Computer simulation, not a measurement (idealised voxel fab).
Module name: voxel gate over fins (process module)
Cross-section cut spans 220 nm and uses square cells 5 nm in size.
Throughout this document, each cross-section is represented as a grid of square cells and is presented as a sequence of bands enumerated from the top downward, where a band comprises one or more rows of cells.
Per band: top height and bottom height in nm, followed by the left-to-right materials and their widths in nm; "full width" marks a single material spanning edge to edge, "air" marks empty space.
It should be noted that heights are counted from 0, beneath which the wafer as supplied is of one material throughout, and that the lowest band possesses no lower boundary but continues downward, as written in "0 nm and below".
The two numbers in a width such as "30->40" mark its ends across the band: the first belongs to the top row of cells, the second to the bottom row, and from each row to the next the width moves by the same amount.
Any step labelled "no alterations made" changed none of the cells in the cross-section.
Empty spaces counting at least 8 cells and having no open way to the top are listed in "Sealed cavities". The notation width x height at distance is used for each, the distance being from the left edge and all three values in nm.
Heads up: the bit after the settings on a step's line is the simulator's remark on that step.
overlay nm: for a step with a mask, the amount by which the mask lay right of where it was planned; a negative amount means left of it.

Here's what the planned process steps look like:
1) RECEIVE | material Si
2) CONFORMAL_DEP | material SiN | thk nm 10
3) DIRECTIONAL_DEP | material aC | thk nm 15
4) PATTERN | tone cover | mask id FINS | material resist | width nm 15 | pitch nm 45 | thk nm 30 | overlay nm 0
5) DIRECTIONAL_ETCH | etch materials aC | depth nm 15
6) STRIP | etch materials resist
7) DIRECTIONAL_ETCH | etch materials SiN | depth nm 10
8) DIRECTIONAL_ETCH | etch materials Si | depth nm 30
9) STRIP | etch materials aC
10) FILL_DEP | material SiO2 | thk nm 5
11) CMP | height nm 10
12) SELECTIVE_ETCH | etch materials SiO2 | depth nm 20
13) STRIP | etch materials SiN
14) CONFORMAL_DEP | material HfO2 | thk nm 5
15) CONFORMAL_DEP | material TiN | thk nm 5
16) FILL_DEP | material W | thk nm 10
17) CMP | height nm 15
18) CONFORMAL_DEP | material SiCN | thk nm 10

Cross-sectional view of the wafer in its as-received condition, corresponding to the state after step 1:
  0 nm and below | Si full width
  Sealed cavities: none

Cross-sectional image of the first of two wafers at the end of the module, the run having proceeded as planned:
  25 nm to 15 nm | SiCN full width
  15 nm to 10 nm | W full width
  10 nm to 5 nm | 45 W; 35 TiN; 10 W; 35 TiN; 10 W; 35 TiN; 50 W
  5 nm to 0 nm | 45 W; 5 TiN; 25 HfO2; 5 TiN; 10 W; 5 TiN; 25 HfO2; 5 TiN; 10 W; 5 TiN; 25 HfO2; 5 TiN; 50 W
  0 nm to -5 nm | 50 TiN; 5 HfO2; 15 Si; 5 HfO2; 20 TiN; 5 HfO2; 15 Si; 5 HfO2; 20 TiN; 5 HfO2; 15 Si; 5 HfO2; 55 TiN
  -5 nm to -10 nm | 55 HfO2; 15 Si; 30 HfO2; 15 Si; 30 HfO2; 15 Si; 60 HfO2
  -10 nm to -30 nm | 55 SiO2; 15 Si; 30 SiO2; 15 Si; 30 SiO2; 15 Si; 60 SiO2
  -30 nm and below | Si full width
  Sealed cavities: none

End of module, second wafer, cross-section. Started like the first, planned like the first, run with one mistake:
  25 nm to 15 nm | SiCN full width
  15 nm to 10 nm | W full width
  10 nm to 5 nm | TiN full width
  5 nm to 0 nm | 60 HfO2; 5 TiN; 40 HfO2; 5 TiN; 40 HfO2; 5 TiN; 65 HfO2
  0 nm to -5 nm | 55 Si; 5 HfO2; 5 TiN; 5 HfO2; 30 Si; 5 HfO2; 5 TiN; 5 HfO2; 30 Si; 5 HfO2; 5 TiN; 5 HfO2; 60 Si
  -5 nm to -10 nm | 55 Si; 15 HfO2; 30 Si; 15 HfO2; 30 Si; 15 HfO2; 60 Si
  -10 nm to -30 nm | 55 Si; 15 SiO2; 30 Si; 15 SiO2; 30 Si; 15 SiO2; 60 Si
  -30 nm and below | Si full width
  Sealed cavities: none
It is concluded that the wafer was processed incorrectly with respect to the plan, in that step 4: run off-plan, actual operation and settings PATTERN | tone open | mask id FINS | material resist | width nm 15 | pitch nm 45 | thk nm 30 | overlay nm 0
Heads up, by the end the second wafer has more or fewer cells of some materials compared to the first: Si +156 | SiO2 -104 | TiN -6 | W -46
